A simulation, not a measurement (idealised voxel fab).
Herein follows the process module entitled voxel trench capacitor.
Xsec cut, 185 nm wide, square cell size 5 nm.
In what follows, cross-sections appear as grids of square cells, described through bands that run from the top down, where every band is one or more rows of cells.
Top height, bottom height, nm. Materials left to right, width each, nm. Single material + "throughout" = fills band edge to edge. "air" = empty.
Zero point of the height axis is 0; under it, received wafer = one material. Lowest band: continues down indefinitely, "0 down".
So if you see something like "30..40" for the width, read it as the top row of the band sitting at the first number and the bottom row at the second, with every row in between moving by the same amount as the last.
A step reported as "nothing changed" is a step in which no cell of the cross-section changed.
In the "Sealed internal cavities" entry, you get each enclosed empty space of 8 cells or more, one with no open way to the top, written width x height at distance, distance from the left edge, in nm.
Past the settings on a step's line: simulator remark, on that step.
overlay nm: mask right of planned place by this much (step with mask). Neg. = left.
Intended process steps:
step 1: RECEIVE with material Si
step 2: CONFORMAL_DEP with material SiN, thk nm 10
step 3: PATTERN with tone open, mask id TRENCH, material resist, width nm 15, pitch nm 40, thk nm 15, overlay nm 0
step 4: DIRECTIONAL_ETCH with etch materials SiN, depth nm 10
step 5: DIRECTIONAL_ETCH with etch materials Si, depth nm 30
step 6: STRIP with etch materials resist
step 7: CONFORMAL_DEP with material Al2O3, thk nm 5
step 8: FILL_DEP with material polySi, thk nm 5
step 9: CMP with height nm 10
For clarity, it should be stated that the wafers under discussion commence in an identical condition and differ with respect to the width nm of step 3, the plan indicating the value that the first wafer had.
Cross-section, first of several wafers, as delivered after step 1:
> 0 down | Si throughout
> Sealed internal cavities: none
End of module: cross-section of the first of several wafers after step 9, the last step:
> 10 to 0 | 25 SiN | 5 Al2O3 | 5 polySi | 5 Al2O3 | 25 SiN | 5 Al2O3 | 5 polySi | 5 Al2O3 | 25 SiN | 5 Al2O3 | 5 polySi | 5 Al2O3 | 25 SiN | 5 Al2O3 | 5 polySi | 5 Al2O3 | 25 SiN
> 0 to -25 | 25 Si | 5 Al2O3 | 5 polySi | 5 Al2O3 | 25 Si | 5 Al2O3 | 5 polySi | 5 Al2O3 | 25 Si | 5 Al2O3 | 5 polySi | 5 Al2O3 | 25 Si | 5 Al2O3 | 5 polySi | 5 Al2O3 | 25 Si
> -25 to -30 | 25 Si | 15 Al2O3 | 25 Si | 15 Al2O3 | 25 Si | 15 Al2O3 | 25 Si | 15 Al2O3 | 25 Si
> -30 down | Si throughout
> Sealed internal cavities: none
Final wafer cross-section at module end:
> 10 to 0 | 20 SiN | 5 Al2O3 | 15 polySi | 5 Al2O3 | 15 SiN | 5 Al2O3 | 15 polySi | 5 Al2O3 | 15 SiN | 5 Al2O3 | 15 polySi | 5 Al2O3 | 15 SiN | 5 Al2O3 | 15 polySi | 5 Al2O3 | 20 SiN
> 0 to -25 | 20 Si | 5 Al2O3 | 15 polySi | 5 Al2O3 | 15 Si | 5 Al2O3 | 15 polySi | 5 Al2O3 | 15 Si | 5 Al2O3 | 15 polySi | 5 Al2O3 | 15 Si | 5 Al2O3 | 15 polySi | 5 Al2O3 | 20 Si
> -25 to -30 | 20 Si | 25 Al2O3 | 15 Si | 25 Al2O3 | 15 Si | 25 Al2O3 | 15 Si | 25 Al2O3 | 20 Si
> -30 down | Si throughout
> Sealed internal cavities: none
Below is a per-wafer table. In it, each row describes the wafer at the end of the module by giving, for each material, the number of cells gained (+) or lost (-) since the wafer was received, and after that the closed voids of the wafer:
width nm 15 | +68 Al2O3 | -72 Si | +50 SiN | +28 polySi | Sealed internal cavities: none
width nm 20 | +72 Al2O3 | -96 Si | +42 SiN | +56 polySi | Sealed internal cavities: none
width nm 25 | +76 Al2O3 | -120 Si | +34 SiN | +84 polySi | Sealed internal cavities: none
